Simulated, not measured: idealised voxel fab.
Herein follows the process module entitled voxel released beams.
Each square cell in cross-section cut measures 5 nm, and the section as a whole is 210 nm wide.
If you're reading a cross-section in this doc, picture square cells in a grid; it comes to you as bands, top ones listed first down to the bottom, and a band can be one or more rows of cells. Per band: top height and bottom height in nm, followed by the left-to-right materials and their widths in nm; "all across" marks a single material spanning edge to edge, "empty" marks empty space. We count height from 0. Below that, the starting wafer is all one material. The lowest band never ends at the bottom but goes on down; see "z 0 and below" for how that is written. Top row gets the first number, bottom row gets the second, and each row in between changes by the same step: that is how a band width like "30->40" works. The cross-section has no changed cell in any step marked "nothing got changed". You'll see "Closed voids list" listing empty spaces that have no way open to the top, as long as they're 8 cells or more; the notation is width x height at distance, where the distance is from the left edge, and all of it is in nm. It should be noted that, on the line of a given step, the content following the step's settings is a remark produced by the simulator itself with respect to that step. When a step includes a mask, the "overlay nm" setting on its line states how far to the right of its planned place that mask lay, and negative values state how far to the left.
[The process steps that were planned are listed below]
1: RECEIVE [material Si]
2: CONFORMAL_DEP [material Al2O3] [thk nm 5]
3: DIRECTIONAL_DEP [material SiO2] [thk nm 20]
4: MASKED_ETCH [tone open] [mask id ANCHOR] [width nm 40] [etch materials SiO2] [depth nm 20] [overlay nm 0]
5: CONFORMAL_DEP [material W] [thk nm 15]
6: PATTERN [tone cover] [mask id BEAM] [material resist] [width nm 105] [thk nm 15] [overlay nm 0]
7: DIRECTIONAL_ETCH [etch materials W] [depth nm 15]
8: STRIP [etch materials resist]
9: STRIP [etch materials SiO2]
[First wafer of two (run as planned)]
[Cross-section of the wafer at receipt, which is the condition after step 1]
	z 0 and below | Si all across
	Closed voids list: none
[Sectional view: wafer, after step 2]
	z 5 to 0 | Al2O3 all across
	All layers under 0 are left as they were.
[Sectional view: wafer, after step 3]
	z 25 to 5 | SiO2 all across
	All layers under 5 are left as they were.
[Sectional view: wafer, after step 4]
	z 25 to 5 | 55 of SiO2 | 40 of empty | 115 of SiO2
	All layers under 5 are left as they were.
[Sectional view: wafer, after step 5]
	z 40 to 25 | 70 of W | 10 of empty | 130 of W
	z 25 to 20 | 55 of SiO2 | 15 of W | 10 of empty | 15 of W | 115 of SiO2
	z 20 to 5 | 55 of SiO2 | 40 of W | 115 of SiO2
	All layers under 5 are left as they were.
[Sectional view: wafer, after step 6]
	z 55 to 40 | 50 of empty | 105 of resist | 55 of empty
	z 40 to 25 | 70 of W | 10 of resist | 130 of W
	z 25 to 20 | 55 of SiO2 | 15 of W | 10 of resist | 15 of W | 115 of SiO2
	All layers under 20 are left as they were.
[Sectional view: wafer, after step 7]
	z 55 to 40 | 50 of empty | 105 of resist | 55 of empty
	z 40 to 25 | 50 of empty | 20 of W | 10 of resist | 75 of W | 55 of empty
	All layers under 25 are left as they were.
[Sectional view: wafer, after step 8]
	z 40 to 25 | 50 of empty | 20 of W | 10 of empty | 75 of W | 55 of empty
	z 25 to 20 | 55 of SiO2 | 15 of W | 10 of empty | 15 of W | 115 of SiO2
	All layers under 20 are left as they were.
[Sectional view: wafer, after step 9]
	z 40 to 25 | 50 of empty | 20 of W | 10 of empty | 75 of W | 55 of empty
	z 25 to 20 | 55 of empty | 15 of W | 10 of empty | 15 of W | 115 of empty
	z 20 to 5 | 55 of empty | 40 of W | 115 of empty
	All layers under 5 are left as they were.
[Okay, second wafer. Nothing different at the start, nothing different in the plan, just one mistake somewhere in the running. As far as step 4, counting that step, it's the first wafer all over again]
[Second wafer at the planned finish of step 5, seen in cross-section]
	z 40 to 25 | 70 of Al2O3 | 10 of empty | 130 of Al2O3
	z 25 to 20 | 55 of SiO2 | 15 of Al2O3 | 10 of empty | 15 of Al2O3 | 115 of SiO2
	z 20 to 5 | 55 of SiO2 | 40 of Al2O3 | 115 of SiO2
	All layers under 5 are left as they were.
[Second wafer at the planned finish of step 6, seen in cross-section]
	z 55 to 40 | 50 of empty | 105 of resist | 55 of empty
	z 40 to 25 | 70 of Al2O3 | 10 of resist | 130 of Al2O3
	z 25 to 20 | 55 of SiO2 | 15 of Al2O3 | 10 of resist | 15 of Al2O3 | 115 of SiO2
	All layers under 20 are left as they were.
Second wafer at the planned finish of step 7, seen in cross-section: nothing got changed
[Second wafer at the planned finish of step 8, seen in cross-section]
	z 40 to 25 | 70 of Al2O3 | 10 of empty | 130 of Al2O3
	z 25 to 20 | 55 of SiO2 | 15 of Al2O3 | 10 of empty | 15 of Al2O3 | 115 of SiO2
	All layers under 20 are left as they were.
Second wafer at the planned finish of step 9, seen in cross-section: nothing got changed
Which mistake was made when the wafer was run? note that step 5 departed from the planned setting and was carried out as CONFORMAL_DEP [material Al2O3] [thk nm 15]
End check, counted in cells, second wafer has more or fewer of these materials than the first: Al2O3: 150 more | SiO2: 136 more | W: 87 fewer
